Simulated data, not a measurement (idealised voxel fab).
process module | voxel wiring stack
cross-section cut | 215 nm wide | cells 5 nm
A cross-section is a grid of square cells, given in bands from the top down. A band is one or more rows of cells.
Each band's line starts with the height of the band's top and of its bottom, in nm. Then come its materials from left to right, each with its width in nm. One material with "throughout" fills the band from edge to edge. "air" is empty space.
Height 0 is the level under which the wafer as received is all one material. The lowest band goes on downwards, as in "0 down".
A width such as "30 to 40" changes by the same amount from each row of cells to the next, from the band's top row to its bottom row.
"no change" after a step means that no cell of the cross-section changed.
closed voids: empty space of 8 cells or more with no open way to the top, each as width x height at its distance from the left edge, in nm
after a step's settings: what the simulator itself notes on the step
overlay nm, on a step with a mask: how far to the right of its planned place the mask lay; to the left if negative
plan
1 op RECEIVE | material Si
2 op CONFORMAL_DEP | material SiO2 | thk nm 10
3 op DIRECTIONAL_DEP | material TiN | thk nm 5
4 op DIRECTIONAL_DEP | material Ru | thk nm 15
5 op MASKED_ETCH | tone cover | mask id METAL_1 | width nm 25 | pitch nm 50 | etch materials Ru | depth nm 15 | overlay nm 0
6 op MASKED_ETCH | tone cover | mask id METAL_1 | width nm 25 | pitch nm 50 | etch materials TiN | depth nm 5 | overlay nm 0
7 op FILL_DEP | material lowk | thk nm 5
8 op CMP | height nm 30
9 op CONFORMAL_DEP | material SiCN | thk nm 5
10 op DIRECTIONAL_DEP | material SiO2 | thk nm 15
11 op PATTERN | tone open | mask id PLUG_1 | material resist | width nm 15 | thk nm 15 | overlay nm 0
12 op DIRECTIONAL_ETCH | etch materials SiO2 | depth nm 15
13 op DIRECTIONAL_ETCH | etch materials SiCN | depth nm 5
14 op STRIP | etch materials resist
15 op EPI | material Ru | thk nm 10
16 op EPI | material Ru | thk nm 10
17 op DIRECTIONAL_DEP | material TiN | thk nm 5
18 op DIRECTIONAL_DEP | material Ru | thk nm 20
19 op DIRECTIONAL_DEP | material aC | thk nm 15
20 op PATTERN | tone cover | mask id METAL_2 | material resist | width nm 25 | pitch nm 50 | thk nm 35 | overlay nm 0
21 op DIRECTIONAL_ETCH | etch materials aC | depth nm 15
22 op STRIP | etch materials resist
23 op DIRECTIONAL_ETCH | etch materials Ru | depth nm 20
24 op DIRECTIONAL_ETCH | etch materials TiN | depth nm 5
25 op STRIP | etch materials aC
26 op CONFORMAL_DEP | material SiN | thk nm 5
27 op FILL_DEP | material SiO2 | thk nm 5
28 op CMP | height nm 75
29 op CONFORMAL_DEP | material SiCN | thk nm 5
30 op DIRECTIONAL_DEP | material lowk | thk nm 10
31 op MASKED_ETCH | tone open | mask id PLUG_2 | width nm 15 | pitch nm 50 | etch materials lowk | depth nm 10 | overlay nm 0
32 op MASKED_ETCH | tone open | mask id PLUG_2 | width nm 15 | pitch nm 50 | etch materials SiCN | depth nm 5 | overlay nm 0
33 op CONFORMAL_DEP | material TiN | thk nm 5
34 op FILL_DEP | material Ru | thk nm 10
35 op CMP | height nm 90
36 op CONFORMAL_DEP | material SiCN | thk nm 5
37 op DIRECTIONAL_DEP | material SiO2 | thk nm 20
38 op PATTERN | tone open | mask id METAL_3 | material resist | width nm 25 | pitch nm 50 | thk nm 15 | overlay nm 0
39 op DIRECTIONAL_ETCH | etch materials SiO2 | depth nm 20
40 op DIRECTIONAL_ETCH | etch materials SiCN | depth nm 5
41 op STRIP | etch materials resist
42 op CONFORMAL_DEP | material TiN | thk nm 5
43 op FILL_DEP | material W | thk nm 10
44 op CMP | height nm 115
45 op EPI | material Ru | thk nm 5
46 op FILL_DEP | material SiCN | thk nm 5
47 op DIRECTIONAL_DEP | material lowk | thk nm 30
48 op DIRECTIONAL_DEP | material aC | thk nm 10
49 op PATTERN | tone open | mask id METAL_4_HOLES | material resist | width nm 15 | thk nm 30 | overlay nm 0
50 op DIRECTIONAL_ETCH | etch materials aC | depth nm 10
51 op STRIP | etch materials resist
52 op DIRECTIONAL_ETCH | etch materials lowk | depth nm 30
53 op STRIP | etch materials aC
54 op DIRECTIONAL_DEP | material aC | thk nm 10
55 op PATTERN | tone open | mask id METAL_4 | material resist | width nm 25 | pitch nm 50 | thk nm 25 | overlay nm 0
56 op DIRECTIONAL_ETCH | etch materials aC | depth nm 10
57 op STRIP | etch materials resist
58 op DIRECTIONAL_ETCH | etch materials lowk | depth nm 15
59 op DIRECTIONAL_ETCH | etch materials SiCN | depth nm 5
60 op STRIP | etch materials aC
61 op CONFORMAL_DEP | material TiN | thk nm 5
62 op FILL_DEP | material Cu | thk nm 5
63 op CMP | height nm 155
64 op CONFORMAL_DEP | material SiN | thk nm 5
first wafer, as planned
as received, after step 1
  0 down: Si throughout
  closed voids: none
after step 2
  10 to 0: SiO2 throughout
  below 0: unchanged
after step 3
  15 to 10: TiN throughout
  below 10: unchanged
after step 4
  30 to 15: Ru throughout
  below 15: unchanged
after step 5
  30 to 15: air 70 | Ru 25 | air 25 | Ru 25 | air 70
  below 15: unchanged
after step 6
  30 to 15: air 70 | Ru 25 | air 25 | Ru 25 | air 70
  15 to 10: air 70 | TiN 25 | air 25 | TiN 25 | air 70
  below 10: unchanged
after step 7
  35 to 30: lowk throughout
  30 to 15: lowk 70 | Ru 25 | lowk 25 | Ru 25 | lowk 70
  15 to 10: lowk 70 | TiN 25 | lowk 25 | TiN 25 | lowk 70
  below 10: unchanged
after step 8
  30 to 15: lowk 70 | Ru 25 | lowk 25 | Ru 25 | lowk 70
  below 15: unchanged
after step 9
  35 to 30: SiCN throughout
  below 30: unchanged
after step 10
  50 to 35: SiO2 throughout
  below 35: unchanged
after step 11
  65 to 50: resist 70 | air 15 | resist 130
  below 50: unchanged
after step 12
  65 to 50: resist 70 | air 15 | resist 130
  50 to 35: SiO2 70 | air 15 | SiO2 130
  below 35: unchanged
after step 13
  65 to 50: resist 70 | air 15 | resist 130
  50 to 35: SiO2 70 | air 15 | SiO2 130
  35 to 30: SiCN 70 | air 15 | SiCN 130
  below 30: unchanged
after step 14
  50 to 35: SiO2 70 | air 15 | SiO2 130
  below 35: unchanged
after step 15
  50 to 40: SiO2 70 | air 15 | SiO2 130
  40 to 35: SiO2 70 | Ru 15 | SiO2 130
  35 to 30: SiCN 70 | Ru 15 | SiCN 130
  below 30: unchanged
after step 16
  50 to 35: SiO2 70 | Ru 15 | SiO2 130
  below 35: unchanged
after step 17
  55 to 50: TiN throughout
  below 50: unchanged
after step 18
  75 to 55: Ru throughout
  below 55: unchanged
after step 19
  90 to 75: aC throughout
  below 75: unchanged
after step 20
  125 to 90: air 70 | resist 25 | air 25 | resist 25 | air 70
  below 90: unchanged
after step 21
  110 to 90: air 70 | resist 25 | air 25 | resist 25 | air 70
  90 to 75: air 70 | aC 25 | air 25 | aC 25 | air 70
  below 75: unchanged
after step 22
  90 to 75: air 70 | aC 25 | air 25 | aC 25 | air 70
  below 75: unchanged
after step 23
  90 to 75: air 70 | aC 25 | air 25 | aC 25 | air 70
  75 to 55: air 70 | Ru 25 | air 25 | Ru 25 | air 70
  below 55: unchanged
after step 24
  90 to 75: air 70 | aC 25 | air 25 | aC 25 | air 70
  75 to 55: air 70 | Ru 25 | air 25 | Ru 25 | air 70
  55 to 50: air 70 | TiN 25 | air 25 | TiN 25 | air 70
  below 50: unchanged
after step 25
  75 to 55: air 70 | Ru 25 | air 25 | Ru 25 | air 70
  below 55: unchanged
after step 26
  80 to 75: air 65 | SiN 35 | air 15 | SiN 35 | air 65
  75 to 55: air 65 | SiN 5 | Ru 25 | SiN 5 | air 15 | SiN 5 | Ru 25 | SiN 5 | air 65
  55 to 50: SiN 70 | TiN 25 | SiN 25 | TiN 25 | SiN 70
  below 50: unchanged
after step 27
  85 to 80: SiO2 throughout
  80 to 75: SiO2 65 | SiN 35 | SiO2 15 | SiN 35 | SiO2 65
  75 to 55: SiO2 65 | SiN 5 | Ru 25 | SiN 5 | SiO2 15 | SiN 5 | Ru 25 | SiN 5 | SiO2 65
  below 55: unchanged
after step 28
  75 to 55: SiO2 65 | SiN 5 | Ru 25 | SiN 5 | SiO2 15 | SiN 5 | Ru 25 | SiN 5 | SiO2 65
  below 55: unchanged
after step 29
  80 to 75: SiCN throughout
  below 75: unchanged
after step 30
  90 to 80: lowk throughout
  below 80: unchanged
after step 31
  90 to 80: lowk 70 | air 15 | lowk 35 | air 15 | lowk 80
  below 80: unchanged
after step 32
  90 to 80: lowk 70 | air 15 | lowk 35 | air 15 | lowk 80
  80 to 75: SiCN 70 | air 15 | SiCN 35 | air 15 | SiCN 80
  below 75: unchanged
after step 33
  95 to 90: TiN 75 | air 5 | TiN 45 | air 5 | TiN 85
  90 to 80: lowk 70 | TiN 5 | air 5 | TiN 5 | lowk 35 | TiN 5 | air 5 | TiN 5 | lowk 80
  80 to 75: SiCN 70 | TiN 15 | SiCN 35 | TiN 15 | SiCN 80
  below 75: unchanged
after step 34
  105 to 95: Ru throughout
  95 to 90: TiN 75 | Ru 5 | TiN 45 | Ru 5 | TiN 85
  90 to 80: lowk 70 | TiN 5 | Ru 5 | TiN 5 | lowk 35 | TiN 5 | Ru 5 | TiN 5 | lowk 80
  below 80: unchanged
after step 35
  90 to 80: lowk 70 | TiN 5 | Ru 5 | TiN 5 | lowk 35 | TiN 5 | Ru 5 | TiN 5 | lowk 80
  below 80: unchanged
after step 36
  95 to 90: SiCN throughout
  below 90: unchanged
after step 37
  115 to 95: SiO2 throughout
  below 95: unchanged
after step 38
  130 to 115: resist 70 | air 25 | resist 25 | air 25 | resist 70
  below 115: unchanged
after step 39
  130 to 115: resist 70 | air 25 | resist 25 | air 25 | resist 70
  115 to 95: SiO2 70 | air 25 | SiO2 25 | air 25 | SiO2 70
  below 95: unchanged
after step 40
  130 to 115: resist 70 | air 25 | resist 25 | air 25 | resist 70
  115 to 95: SiO2 70 | air 25 | SiO2 25 | air 25 | SiO2 70
  95 to 90: SiCN 70 | air 25 | SiCN 25 | air 25 | SiCN 70
  below 90: unchanged
after step 41
  115 to 95: SiO2 70 | air 25 | SiO2 25 | air 25 | SiO2 70
  below 95: unchanged
after step 42
  120 to 115: TiN 75 | air 15 | TiN 35 | air 15 | TiN 75
  115 to 95: SiO2 70 | TiN 5 | air 15 | TiN 5 | SiO2 25 | TiN 5 | air 15 | TiN 5 | SiO2 70
  95 to 90: SiCN 70 | TiN 25 | SiCN 25 | TiN 25 | SiCN 70
  below 90: unchanged
after step 43
  130 to 120: W throughout
  120 to 115: TiN 75 | W 15 | TiN 35 | W 15 | TiN 75
  115 to 95: SiO2 70 | TiN 5 | W 15 | TiN 5 | SiO2 25 | TiN 5 | W 15 | TiN 5 | SiO2 70
  below 95: unchanged
after step 44
  115 to 95: SiO2 70 | TiN 5 | W 15 | TiN 5 | SiO2 25 | TiN 5 | W 15 | TiN 5 | SiO2 70
  below 95: unchanged
after step 45
  120 to 115: air 65 | Ru 35 | air 15 | Ru 35 | air 65
  below 115: unchanged
after step 46
  125 to 120: SiCN throughout
  120 to 115: SiCN 65 | Ru 35 | SiCN 15 | Ru 35 | SiCN 65
  below 115: unchanged
after step 47
  155 to 125: lowk throughout
  below 125: unchanged
after step 48
  165 to 155: aC throughout
  below 155: unchanged
after step 49
  195 to 165: resist 70 | air 15 | resist 130
  below 165: unchanged
after step 50
  185 to 165: resist 70 | air 15 | resist 130
  165 to 155: aC 70 | air 15 | aC 130
  below 155: unchanged
after step 51
  165 to 155: aC 70 | air 15 | aC 130
  below 155: unchanged
after step 52
  165 to 155: aC 70 | air 15 | aC 130
  155 to 125: lowk 70 | air 15 | lowk 130
  below 125: unchanged
after step 53
  155 to 125: lowk 70 | air 15 | lowk 130
  below 125: unchanged
after step 54
  165 to 155: aC 70 | air 15 | aC 130
  155 to 135: lowk 70 | air 15 | lowk 130
  135 to 125: lowk 70 | aC 15 | lowk 130
  below 125: unchanged
after step 55
  190 to 165: resist 70 | air 25 | resist 25 | air 25 | resist 70
  below 165: unchanged
after step 56
  180 to 165: resist 70 | air 25 | resist 25 | air 25 | resist 70
  165 to 155: aC 70 | air 25 | aC 25 | air 25 | aC 70
  155 to 125: lowk 70 | air 15 | lowk 130
  below 125: unchanged
after step 57
  165 to 155: aC 70 | air 25 | aC 25 | air 25 | aC 70
  below 155: unchanged
after step 58
  165 to 155: aC 70 | air 25 | aC 25 | air 25 | aC 70
  155 to 140: lowk 70 | air 25 | lowk 25 | air 25 | lowk 70
  below 140: unchanged
after step 59
  165 to 155: aC 70 | air 25 | aC 25 | air 25 | aC 70
  155 to 140: lowk 70 | air 25 | lowk 25 | air 25 | lowk 70
  140 to 125: lowk 70 | air 15 | lowk 130
  125 to 120: SiCN 70 | air 15 | SiCN 130
  below 120: unchanged
after step 60
  155 to 140: lowk 70 | air 25 | lowk 25 | air 25 | lowk 70
  below 140: unchanged
after step 61
  160 to 155: TiN 75 | air 15 | TiN 35 | air 15 | TiN 75
  155 to 145: lowk 70 | TiN 5 | air 15 | TiN 5 | lowk 25 | TiN 5 | air 15 | TiN 5 | lowk 70
  145 to 140: lowk 70 | TiN 5 | air 5 | TiN 15 | lowk 25 | TiN 25 | lowk 70
  140 to 125: lowk 70 | TiN 5 | air 5 | TiN 5 | lowk 130
  125 to 120: SiCN 70 | TiN 15 | SiCN 130
  below 120: unchanged
after step 62
  165 to 160: Cu throughout
  160 to 155: TiN 75 | Cu 15 | TiN 35 | Cu 15 | TiN 75
  155 to 145: lowk 70 | TiN 5 | Cu 15 | TiN 5 | lowk 25 | TiN 5 | Cu 15 | TiN 5 | lowk 70
  145 to 140: lowk 70 | TiN 5 | Cu 5 | TiN 15 | lowk 25 | TiN 25 | lowk 70
  140 to 125: lowk 70 | TiN 5 | Cu 5 | TiN 5 | lowk 130
  below 125: unchanged
after step 63
  155 to 145: lowk 70 | TiN 5 | Cu 15 | TiN 5 | lowk 25 | TiN 5 | Cu 15 | TiN 5 | lowk 70
  below 145: unchanged
after step 64
  160 to 155: SiN throughout
  below 155: unchanged
second wafer: like start, like plan, one mistake. Through step 19 it matches the first wafer
when step 20 should have ended
  125 to 90: resist 70 | air 25 | resist 25 | air 25 | resist 70
  below 90: unchanged
when step 21 should have ended
  110 to 90: resist 70 | air 25 | resist 25 | air 25 | resist 70
  90 to 75: aC 70 | air 25 | aC 25 | air 25 | aC 70
  below 75: unchanged
when step 22 should have ended
  90 to 75: aC 70 | air 25 | aC 25 | air 25 | aC 70
  below 75: unchanged
when step 23 should have ended
  90 to 75: aC 70 | air 25 | aC 25 | air 25 | aC 70
  75 to 55: Ru 70 | air 25 | Ru 25 | air 25 | Ru 70
  below 55: unchanged
when step 24 should have ended
  90 to 75: aC 70 | air 25 | aC 25 | air 25 | aC 70
  75 to 55: Ru 70 | air 25 | Ru 25 | air 25 | Ru 70
  55 to 50: TiN 70 | air 25 | TiN 25 | air 25 | TiN 70
  below 50: unchanged
when step 25 should have ended
  75 to 55: Ru 70 | air 25 | Ru 25 | air 25 | Ru 70
  below 55: unchanged
when step 26 should have ended
  80 to 75: SiN 75 | air 15 | SiN 35 | air 15 | SiN 75
  75 to 55: Ru 70 | SiN 5 | air 15 | SiN 5 | Ru 25 | SiN 5 | air 15 | SiN 5 | Ru 70
  55 to 50: TiN 70 | SiN 25 | TiN 25 | SiN 25 | TiN 70
  below 50: unchanged
when step 27 should have ended
  85 to 80: SiO2 throughout
  80 to 75: SiN 75 | SiO2 15 | SiN 35 | SiO2 15 | SiN 75
  75 to 55: Ru 70 | SiN 5 | SiO2 15 | SiN 5 | Ru 25 | SiN 5 | SiO2 15 | SiN 5 | Ru 70
  below 55: unchanged
when step 28 should have ended
  75 to 55: Ru 70 | SiN 5 | SiO2 15 | SiN 5 | Ru 25 | SiN 5 | SiO2 15 | SiN 5 | Ru 70
  below 55: unchanged
when step 29 should have ended
  80 to 75: SiCN throughout
  below 75: unchanged
when step 30 should have ended
  90 to 80: lowk throughout
  below 80: unchanged
when step 31 should have ended
  90 to 80: lowk 70 | air 15 | lowk 35 | air 15 | lowk 80
  below 80: unchanged
when step 32 should have ended
  90 to 80: lowk 70 | air 15 | lowk 35 | air 15 | lowk 80
  80 to 75: SiCN 70 | air 15 | SiCN 35 | air 15 | SiCN 80
  below 75: unchanged
when step 33 should have ended
  95 to 90: TiN 75 | air 5 | TiN 45 | air 5 | TiN 85
  90 to 80: lowk 70 | TiN 5 | air 5 | TiN 5 | lowk 35 | TiN 5 | air 5 | TiN 5 | lowk 80
  80 to 75: SiCN 70 | TiN 15 | SiCN 35 | TiN 15 | SiCN 80
  below 75: unchanged
when step 34 should have ended
  105 to 95: Ru throughout
  95 to 90: TiN 75 | Ru 5 | TiN 45 | Ru 5 | TiN 85
  90 to 80: lowk 70 | TiN 5 | Ru 5 | TiN 5 | lowk 35 | TiN 5 | Ru 5 | TiN 5 | lowk 80
  below 80: unchanged
when step 35 should have ended
  90 to 80: lowk 70 | TiN 5 | Ru 5 | TiN 5 | lowk 35 | TiN 5 | Ru 5 | TiN 5 | lowk 80
  below 80: unchanged
when step 36 should have ended
  95 to 90: SiCN throughout
  below 90: unchanged
when step 37 should have ended
  115 to 95: SiO2 throughout
  below 95: unchanged
when step 38 should have ended
  130 to 115: resist 70 | air 25 | resist 25 | air 25 | resist 70
  below 115: unchanged
when step 39 should have ended
  130 to 115: resist 70 | air 25 | resist 25 | air 25 | resist 70
  115 to 95: SiO2 70 | air 25 | SiO2 25 | air 25 | SiO2 70
  below 95: unchanged
when step 40 should have ended
  130 to 115: resist 70 | air 25 | resist 25 | air 25 | resist 70
  115 to 95: SiO2 70 | air 25 | SiO2 25 | air 25 | SiO2 70
  95 to 90: SiCN 70 | air 25 | SiCN 25 | air 25 | SiCN 70
  below 90: unchanged
when step 41 should have ended
  115 to 95: SiO2 70 | air 25 | SiO2 25 | air 25 | SiO2 70
  below 95: unchanged
when step 42 should have ended
  120 to 115: TiN 75 | air 15 | TiN 35 | air 15 | TiN 75
  115 to 95: SiO2 70 | TiN 5 | air 15 | TiN 5 | SiO2 25 | TiN 5 | air 15 | TiN 5 | SiO2 70
  95 to 90: SiCN 70 | TiN 25 | SiCN 25 | TiN 25 | SiCN 70
  below 90: unchanged
when step 43 should have ended
  130 to 120: W throughout
  120 to 115: TiN 75 | W 15 | TiN 35 | W 15 | TiN 75
  115 to 95: SiO2 70 | TiN 5 | W 15 | TiN 5 | SiO2 25 | TiN 5 | W 15 | TiN 5 | SiO2 70
  below 95: unchanged
when step 44 should have ended
  115 to 95: SiO2 70 | TiN 5 | W 15 | TiN 5 | SiO2 25 | TiN 5 | W 15 | TiN 5 | SiO2 70
  below 95: unchanged
when step 45 should have ended
  120 to 115: air 65 | Ru 35 | air 15 | Ru 35 | air 65
  below 115: unchanged
when step 46 should have ended
  125 to 120: SiCN throughout
  120 to 115: SiCN 65 | Ru 35 | SiCN 15 | Ru 35 | SiCN 65
  below 115: unchanged
when step 47 should have ended
  155 to 125: lowk throughout
  below 125: unchanged
when step 48 should have ended
  165 to 155: aC throughout
  below 155: unchanged
when step 49 should have ended
  195 to 165: resist 70 | air 15 | resist 130
  below 165: unchanged
when step 50 should have ended
  185 to 165: resist 70 | air 15 | resist 130
  165 to 155: aC 70 | air 15 | aC 130
  below 155: unchanged
when step 51 should have ended
  165 to 155: aC 70 | air 15 | aC 130
  below 155: unchanged
when step 52 should have ended
  165 to 155: aC 70 | air 15 | aC 130
  155 to 125: lowk 70 | air 15 | lowk 130
  below 125: unchanged
when step 53 should have ended
  155 to 125: lowk 70 | air 15 | lowk 130
  below 125: unchanged
when step 54 should have ended
  165 to 155: aC 70 | air 15 | aC 130
  155 to 135: lowk 70 | air 15 | lowk 130
  135 to 125: lowk 70 | aC 15 | lowk 130
  below 125: unchanged
when step 55 should have ended
  190 to 165: resist 70 | air 25 | resist 25 | air 25 | resist 70
  below 165: unchanged
when step 56 should have ended
  180 to 165: resist 70 | air 25 | resist 25 | air 25 | resist 70
  165 to 155: aC 70 | air 25 | aC 25 | air 25 | aC 70
  155 to 125: lowk 70 | air 15 | lowk 130
  below 125: unchanged
when step 57 should have ended
  165 to 155: aC 70 | air 25 | aC 25 | air 25 | aC 70
  below 155: unchanged
when step 58 should have ended
  165 to 155: aC 70 | air 25 | aC 25 | air 25 | aC 70
  155 to 140: lowk 70 | air 25 | lowk 25 | air 25 | lowk 70
  below 140: unchanged
when step 59 should have ended
  165 to 155: aC 70 | air 25 | aC 25 | air 25 | aC 70
  155 to 140: lowk 70 | air 25 | lowk 25 | air 25 | lowk 70
  140 to 125: lowk 70 | air 15 | lowk 130
  125 to 120: SiCN 70 | air 15 | SiCN 130
  below 120: unchanged
when step 60 should have ended
  155 to 140: lowk 70 | air 25 | lowk 25 | air 25 | lowk 70
  below 140: unchanged
when step 61 should have ended
  160 to 155: TiN 75 | air 15 | TiN 35 | air 15 | TiN 75
  155 to 145: lowk 70 | TiN 5 | air 15 | TiN 5 | lowk 25 | TiN 5 | air 15 | TiN 5 | lowk 70
  145 to 140: lowk 70 | TiN 5 | air 5 | TiN 15 | lowk 25 | TiN 25 | lowk 70
  140 to 125: lowk 70 | TiN 5 | air 5 | TiN 5 | lowk 130
  125 to 120: SiCN 70 | TiN 15 | SiCN 130
  below 120: unchanged
when step 62 should have ended
  165 to 160: Cu throughout
  160 to 155: TiN 75 | Cu 15 | TiN 35 | Cu 15 | TiN 75
  155 to 145: lowk 70 | TiN 5 | Cu 15 | TiN 5 | lowk 25 | TiN 5 | Cu 15 | TiN 5 | lowk 70
  145 to 140: lowk 70 | TiN 5 | Cu 5 | TiN 15 | lowk 25 | TiN 25 | lowk 70
  140 to 125: lowk 70 | TiN 5 | Cu 5 | TiN 5 | lowk 130
  below 125: unchanged
when step 63 should have ended
  155 to 145: lowk 70 | TiN 5 | Cu 15 | TiN 5 | lowk 25 | TiN 5 | Cu 15 | TiN 5 | lowk 70
  below 145: unchanged
when step 64 should have ended
  160 to 155: SiN throughout
  below 155: unchanged
what went wrong: step 20 ran as: op PATTERN | tone open | mask id METAL_2 | material resist | width nm 25 | pitch nm 50 | thk nm 35 | overlay nm 0
at the end the second wafer has, in cells: 92 more of Ru | 23 fewer of SiN | 92 fewer of SiO2 | 23 more of TiN
